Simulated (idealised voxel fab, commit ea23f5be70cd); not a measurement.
Process module in this document: voxel self aligned contacts
cross-section cut | 160 nm wide | cells 5 nm
Cross-section = grid of square cells, listed top down in bands; band = one or more rows.
Within each band entry, the heights of the top and of the bottom of the band appear first, in that order and in nm; the materials of the band then follow from left to right, each with its corresponding width in nm. The designation "everywhere" on a single material indicates that it fills the band from edge to edge; the designation "empty" indicates empty space.
Height 0 is the level under which the wafer as received is all one material. The lowest band goes on downwards, as in "0 nm and below".
A width such as "30->40" changes by the same amount from each row of cells to the next, from the band's top row to its bottom row.
"remains unaltered" (step): cross-section cells unchanged, all of them.
"Fully enclosed voids" enumerates empty spaces isolated from the top, with no open way to it, that contain at least 8 cells, giving each as width x height at distance from the left edge, all three in nm.
Text after the settings on a step's line: the simulator's own remark on that step.
Each step line may optionally specify "overlay nm", which for a step with a mask gives the rightward distance between the mask's planned place and where it lay, a negative value indicating the leftward direction.

The steps planned for the process are as follows:
1. op RECEIVE | material Si
2. op OXIDIZE | depth nm 5
3. op DIRECTIONAL_DEP | material polySi | thk nm 30
4. op DIRECTIONAL_DEP | material SiN | thk nm 25
5. op DIRECTIONAL_DEP | material aC | thk nm 15
6. op PATTERN | tone cover | mask id GATE | material resist | width nm 25 | pitch nm 65 | thk nm 35 | overlay nm 0
7. op DIRECTIONAL_ETCH | etch materials aC | depth nm 15
8. op STRIP | etch materials resist
9. op DIRECTIONAL_ETCH | etch materials SiN | depth nm 25
10. op DIRECTIONAL_ETCH | etch materials polySi | depth nm 30
11. op STRIP | etch materials aC
12. op CONFORMAL_DEP | material SiN | thk nm 10
13. op DIRECTIONAL_ETCH | etch materials SiN | depth nm 10
14. op FILL_DEP | material SiO2 | thk nm 20
15. op CMP | height nm 65
16. op MASKED_ETCH | tone open | mask id CONTACT | width nm 50 | etch materials SiO2 | depth nm 70 | overlay nm 0
17. op CONFORMAL_DEP | material TiN | thk nm 5
18. op FILL_DEP | material Ru | thk nm 5
19. op CMP | height nm 65
20. op CONFORMAL_DEP | material SiN | thk nm 5

Cross-section: wafer on arrival = after step 1:
    0 nm and below | Si everywhere
    Fully enclosed voids: none

Same starting wafer, same plan as above, one mistake in the execution; this is the cross-section at the end of the module:
    70 nm to 65 nm | SiN everywhere
    65 nm to 55 nm | SiO2: 65 | TiN: 5->10 | Ru: 40->10 | TiN: 5->30 | SiO2: 45
    55 nm to 30 nm | SiO2: 25 | SiN: 45 | TiN: 5 | Ru: 10 | TiN: 5 | SiN: 45 | SiO2: 25
    30 nm to 0 nm | SiO2: 25 | SiN: 10 | polySi: 25 | SiN: 10 | TiN: 5 | Ru: 10 | TiN: 5 | SiN: 10 | polySi: 25 | SiN: 10 | SiO2: 25
    0 nm to -5 nm | SiO2: 70 | TiN: 20 | SiO2: 70
    -5 nm and below | Si everywhere
    Fully enclosed voids: none
In executing the process, a mistake was made relative to the plan: step 16 did not use the planned setting and instead ran as op MASKED_ETCH | tone open | mask id CONTACT | width nm 50 | etch materials SiO2 | depth nm 70 | overlay nm 10
